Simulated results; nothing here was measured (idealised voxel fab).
process module | voxel double patterning
cross-section cut | 265 nm wide | cells 5 nm
A cross-section is a grid of square cells, given in bands from the top down. A band is one or more rows of cells.
Each band's line starts with the height of the band's top and of its bottom, in nm. Then come its materials from left to right, each with its width in nm. One material with "throughout" fills the band from edge to edge. "air" is empty space.
Height 0 is the level under which the wafer as received is all one material. The lowest band goes on downwards, as in "0 down".
A width such as "30 to 40" changes by the same amount from each row of cells to the next, from the band's top row to its bottom row.
"no change" after a step means that no cell of the cross-section changed.
closed voids: empty space of 8 cells or more with no open way to the top, each as width x height at its distance from the left edge, in nm
after a step's settings: what the simulator itself notes on the step
overlay nm, on a step with a mask: how far to the right of its planned place the mask lay; to the left if negative
plan
1 op RECEIVE | material Si
2 op CONFORMAL_DEP | material SiO2 | thk nm 5
3 op DIRECTIONAL_DEP | material W | thk nm 20
4 op DIRECTIONAL_DEP | material SiCN | thk nm 10
5 op PATTERN | tone open | mask id FIRST | material resist | width nm 15 | pitch nm 50 | thk nm 15 | overlay nm 0
6 op DIRECTIONAL_ETCH | etch materials SiCN | depth nm 10
7 op STRIP | etch materials resist
8 op PATTERN | tone open | mask id SECOND | material resist | width nm 15 | thk nm 15 | overlay nm 0
9 op DIRECTIONAL_ETCH | etch materials SiCN | depth nm 10
10 op STRIP | etch materials resist
11 op DIRECTIONAL_ETCH | etch materials W | depth nm 20
12 op STRIP | etch materials SiCN
as received, after step 1
  0 down: Si throughout
  closed voids: none
a wafer at the end: this start, this plan, one mistake
  45 to 25: W 100 | air 15 | W 10 | air 15 | W 10 | air 15 | W 100
  25 to 5: W throughout
  5 to 0: SiO2 throughout
  0 down: Si throughout
  closed voids: none
what went wrong: step 3 was run twice
